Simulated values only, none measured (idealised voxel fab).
Title: Process Module voxel wiring stack
The width of the displayed cross-section, cut, is 260 nm; its cells are square, with a size of 5 nm.
Cross-section = grid of square cells, listed top down in bands; band = one or more rows. Each band's line starts with the height of the band's top and of its bottom, in nm. Then come its materials from left to right, each with its width in nm. One material with "all across" fills the band from edge to edge. "empty" is empty space. Measure heights from 0. That's the level where, below it, the as-received wafer is all one material. The lowest band is bottomless and extends downward; write it as in "z 0 and below". The expression "30 to 40" gives the width at the extremes of the band, the first number at its top row of cells and the second at its bottom row, with the width changing by equal amounts from each row to the next in between. Key: "no change" - step with no changed cell in the cross-section. "Closed internal cavities" enumerates empty spaces isolated from the top, with no open way to it, that contain at least 8 cells, giving each as width x height at distance from the left edge, all three in nm. Formally, on a step line, whatever follows the settings is a remark that the simulator itself makes on the step. overlay nm: mask right of planned place by this much (step with mask). Neg. = left.
-- Process steps foreseen in the plan
1) RECEIVE [material Si]
2) CONFORMAL_DEP [material SiO2] [thk nm 10]
3) DIRECTIONAL_DEP [material TiN] [thk nm 5]
4) DIRECTIONAL_DEP [material Ru] [thk nm 25]
5) MASKED_ETCH [tone cover] [mask id METAL_1] [width nm 25] [pitch nm 45] [etch materials Ru] [depth nm 25] [overlay nm 0]
6) MASKED_ETCH [tone cover] [mask id METAL_1] [width nm 25] [pitch nm 45] [etch materials TiN] [depth nm 5] [overlay nm 0]
7) FILL_DEP [material lowk] [thk nm 10]
8) CMP [height nm 40]
9) CONFORMAL_DEP [material SiCN] [thk nm 5]
10) DIRECTIONAL_DEP [material lowk] [thk nm 30]
11) PATTERN [tone open] [mask id METAL_2] [material resist] [width nm 25] [pitch nm 45] [thk nm 20] [overlay nm 0]
12) DIRECTIONAL_ETCH [etch materials lowk] [depth nm 20]
13) STRIP [etch materials resist]
14) PATTERN [tone open] [mask id METAL_2_HOLES] [material resist] [width nm 15] [pitch nm 45] [thk nm 15] [overlay nm 0]
15) DIRECTIONAL_ETCH [etch materials lowk] [depth nm 10]
16) DIRECTIONAL_ETCH [etch materials SiCN] [depth nm 5]
17) STRIP [etch materials resist]
18) CONFORMAL_DEP [material TiN] [thk nm 5]
19) FILL_DEP [material Ru] [thk nm 5]
20) CMP [height nm 75]
21) CONFORMAL_DEP [material SiCN] [thk nm 5]
22) DIRECTIONAL_DEP [material lowk] [thk nm 10]
23) DIRECTIONAL_DEP [material aC] [thk nm 10]
24) PATTERN [tone open] [mask id PLUG_2] [material resist] [width nm 15] [pitch nm 45] [thk nm 30] [overlay nm 0]
25) DIRECTIONAL_ETCH [etch materials aC] [depth nm 10]
26) STRIP [etch materials resist]
27) DIRECTIONAL_ETCH [etch materials lowk] [depth nm 10]
28) DIRECTIONAL_ETCH [etch materials SiCN] [depth nm 5]
29) STRIP [etch materials aC]
30) EPI [material Ru] [thk nm 10]
31) EPI [material Ru] [thk nm 5]
32) DIRECTIONAL_DEP [material TiN] [thk nm 5]
33) DIRECTIONAL_DEP [material W] [thk nm 25]
34) PATTERN [tone cover] [mask id METAL_3] [material resist] [width nm 25] [pitch nm 45] [thk nm 20] [overlay nm 0]
35) DIRECTIONAL_ETCH [etch materials W] [depth nm 25]
36) DIRECTIONAL_ETCH [etch materials TiN] [depth nm 5]
37) STRIP [etch materials resist]
38) FILL_DEP [material lowk] [thk nm 10]
39) CMP [height nm 120]
40) CONFORMAL_DEP [material SiN] [thk nm 5]
-- Cross-sectional view of the wafer in its as-received condition, corresponding to the state after step 1
z 0 and below  Si all across
Closed internal cavities: none
-- Cross-section, end of module. Start: as above. Plan: as above. Execution: one mistake
z 125 to 120  SiN all across
z 120 to 95  95 nm lowk | 25 nm W | 20 nm lowk | 25 nm W | 95 nm lowk
z 95 to 90  95 nm lowk | 25 nm TiN | 20 nm lowk | 25 nm TiN | 95 nm lowk
z 90 to 80  95 nm lowk | 15 nm Ru | 30 nm lowk | 15 nm Ru | 105 nm lowk
z 80 to 75  95 nm SiCN | 15 nm Ru | 30 nm SiCN | 15 nm Ru | 105 nm SiCN
z 75 to 65  90 nm lowk | 5 to 10 nm TiN | 20 to 15 nm Ru | 5 nm TiN | 15 nm lowk | 5 to 10 nm TiN | 20 to 15 nm Ru | 5 nm TiN | 95 nm lowk
z 65 to 60  95 nm lowk | 5 nm TiN | 15 nm Ru | 5 nm TiN | 20 nm lowk | 5 nm TiN | 15 nm Ru | 5 nm TiN | 95 nm lowk
z 60 to 55  95 nm lowk | 25 nm TiN | 20 nm lowk | 25 nm TiN | 95 nm lowk
z 55 to 45  95 nm lowk | 10 nm TiN | 35 nm lowk | 10 nm TiN | 110 nm lowk
z 45 to 40  95 nm SiCN | 10 nm TiN | 35 nm SiCN | 10 nm TiN | 110 nm SiCN
z 40 to 15  95 nm lowk | 25 nm Ru | 20 nm lowk | 25 nm Ru | 95 nm lowk
z 15 to 10  95 nm lowk | 25 nm TiN | 20 nm lowk | 25 nm TiN | 95 nm lowk
z 10 to 0  SiO2 all across
z 0 and below  Si all across
Closed internal cavities: none
Where did the run depart from the plan? step 14 was run on a setting that differed from the plan, and what really ran there is PATTERN [tone open] [mask id METAL_2_HOLES] [material resist] [width nm 15] [pitch nm 45] [thk nm 15] [overlay nm -5]
